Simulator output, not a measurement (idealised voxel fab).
process module | voxel tone inversion
cross-section cut | 140 nm wide | cells 5 nm
A cross-section is a grid of square cells, given in bands from the top down. A band is one or more rows of cells.
Each band's line starts with the height of the band's top and of its bottom, in nm. Then come its materials from left to right, each with its width in nm. One material with "throughout" fills the band from edge to edge. "air" is empty space.
Height 0 is the level under which the wafer as received is all one material. The lowest band goes on downwards, as in "0 down".
A width such as "30 to 40" changes by the same amount from each row of cells to the next, from the band's top row to its bottom row.
"no change" after a step means that no cell of the cross-section changed.
closed voids: empty space of 8 cells or more with no open way to the top, each as width x height at its distance from the left edge, in nm
after a step's settings: what the simulator itself notes on the step
overlay nm, on a step with a mask: how far to the right of its planned place the mask lay; to the left if negative
plan
1 op RECEIVE | material Si
2 op CONFORMAL_DEP | material SiCN | thk nm 10
3 op DIRECTIONAL_DEP | material polySi | thk nm 15
4 op PATTERN | tone cover | mask id POSTS | material resist | width nm 20 | pitch nm 50 | thk nm 25 | overlay nm 0
5 op DIRECTIONAL_ETCH | etch materials polySi | depth nm 5
6 op STRIP | etch materials resist
7 op FILL_DEP | material SiO2 | thk nm 5
8 op CMP | height nm 25
9 op STRIP | etch materials polySi
varied across the wafers: depth nm of step 5. The plan shows the first wafer's value. All wafers start alike
first wafer as received, after step 1
  0 down: Si throughout
  closed voids: none
first wafer at the end, after step 9
  10 to 0: SiCN throughout
  0 down: Si throughout
  closed voids: none
last wafer at the end
  25 to 10: SiO2 35 | air 20 | SiO2 30 | air 20 | SiO2 35
  10 to 0: SiCN throughout
  0 down: Si throughout
  closed voids: none
each wafer at the end: cells of each material gained (+) or lost (-) since it was received, then its closed voids
depth nm 5 | +56 SiCN | closed voids: none
depth nm 10 | +56 SiCN | closed voids: none
depth nm 15 | +56 SiCN | +60 SiO2 | closed voids: none
depth nm 20 | +56 SiCN | +60 SiO2 | closed voids: none
depth nm 25 | +56 SiCN | +60 SiO2 | closed voids: none
depth nm 30 | +56 SiCN | +60 SiO2 | closed voids: none
